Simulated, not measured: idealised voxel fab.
voxel self aligned vias: a process module
Section cut is 270 nm wide and gridded with 5 nm square cells.
Square cells in a grid make up a cross-section in this document, and the grid is given as bands, listed from the top down, each one or more rows of cells. Heads up on the band format: heights come first, top then bottom, in nm. After that it's the materials left to right, each with its width in nm. A single material flagged "throughout" fills the whole band edge to edge, and "empty" means there's empty space there. Ref level 0: as-received wafer is one material below here. Bottom band extends down with no lower bound ("0 -> down"). So if you see something like "30 to 40" for the width, read it as the top row of the band sitting at the first number and the bottom row at the second, with every row in between moving by the same amount as the last. Key: "all unchanged" - step with no changed cell in the cross-section. For the entry "Trapped voids", the listed items are empty spaces with no open way to the top whose size is 8 cells or more; each item follows the pattern width x height at distance, where distance is from the left edge and all three are in nm. Note: text after step settings on the step line = simulator remark on that step. You can add "overlay nm" to a step's line. For a step with a mask, it describes how far the mask lay to the right of its planned position, and a negative number describes a lay to the left.

The following list gives the planned process steps
1,RECEIVE, material Si
2,CONFORMAL_DEP, material SiO2, thk nm 15
3,CONFORMAL_DEP, material SiCN, thk nm 5
4,DIRECTIONAL_DEP, material SiO2, thk nm 20
5,DIRECTIONAL_DEP, material aC, thk nm 10
6,PATTERN, tone open, mask id LINES, material resist, width nm 30, pitch nm 70, thk nm 25, overlay nm 0
7,DIRECTIONAL_ETCH, etch materials aC, depth nm 10
8,STRIP, etch materials resist
9,DIRECTIONAL_ETCH, etch materials SiO2, depth nm 20
10,STRIP, etch materials aC
11,CONFORMAL_DEP, material TiN, thk nm 5
12,FILL_DEP, material Ru, thk nm 5
13,CMP, height nm 40
14,SELECTIVE_ETCH, etch materials W Ru TiN, depth nm 10
15,FILL_DEP, material SiN, thk nm 10
16,CMP, height nm 40
17,DIRECTIONAL_DEP, material SiO2, thk nm 20
18,PATTERN, tone open, mask id VIAS, material resist, width nm 50, thk nm 15, overlay nm 0
19,DIRECTIONAL_ETCH, etch materials SiO2, depth nm 20
20,DIRECTIONAL_ETCH, etch materials SiN, depth nm 10
21,STRIP, etch materials resist
22,CONFORMAL_DEP, material TiN, thk nm 5
23,FILL_DEP, material W, thk nm 10
24,CMP, height nm 60
25,CONFORMAL_DEP, material SiCN, thk nm 5

Shown in cross-section is the wafer as received, that is, as it stands after step 1
0 -> down | Si throughout
Trapped voids: none

Cross-section, first of two wafers, end of module, run as planned
65 -> 60 | SiCN throughout
60 -> 45 | 75 nm SiO2  5 nm TiN  40 nm W  5 nm TiN  145 nm SiO2
45 -> 40 | 75 nm SiO2  15 nm TiN  20 nm W  15 nm TiN  145 nm SiO2
40 -> 35 | 85 nm SiO2  5 nm TiN  20 nm W  5 nm TiN  40 nm SiO2  30 nm SiN  85 nm SiO2
35 -> 30 | 85 nm SiO2  30 nm TiN  40 nm SiO2  30 nm SiN  85 nm SiO2
30 -> 25 | 85 nm SiO2  5 nm TiN  20 nm Ru  5 nm TiN  40 nm SiO2  5 nm TiN  20 nm Ru  5 nm TiN  85 nm SiO2
25 -> 20 | 85 nm SiO2  30 nm TiN  40 nm SiO2  30 nm TiN  85 nm SiO2
20 -> 15 | SiCN throughout
15 -> 0 | SiO2 throughout
0 -> down | Si throughout
Trapped voids: none

Now the second wafer, cross-sectioned at the end of the module. Nothing different at the start, nothing different in the plan compared with the first, just one mistake when it was actually run
65 -> 60 | SiCN throughout
60 -> 45 | 70 nm W  5 nm TiN  50 nm SiO2  5 nm TiN  140 nm W
45 -> 40 | 75 nm TiN  50 nm SiO2  35 nm TiN  20 nm W  90 nm TiN
40 -> 35 | 85 nm SiO2  30 nm SiN  40 nm SiO2  5 nm TiN  20 nm W  5 nm TiN  85 nm SiO2
35 -> 30 | 85 nm SiO2  30 nm SiN  40 nm SiO2  30 nm TiN  85 nm SiO2
30 -> 25 | 85 nm SiO2  5 nm TiN  20 nm Ru  5 nm TiN  40 nm SiO2  5 nm TiN  20 nm Ru  5 nm TiN  85 nm SiO2
25 -> 20 | 85 nm SiO2  30 nm TiN  40 nm SiO2  30 nm TiN  85 nm SiO2
20 -> 15 | SiCN throughout
15 -> 0 | SiO2 throughout
0 -> down | Si throughout
Trapped voids: none
Run error: step 18 did not use the planned setting and instead ran as PATTERN, tone cover, mask id VIAS, material resist, width nm 50, thk nm 15, overlay nm 0
In the final state, the cell counts of the second wafer exceed or fall short of those of the first for the following materials: SiO2 -136 | TiN +34 | W +102
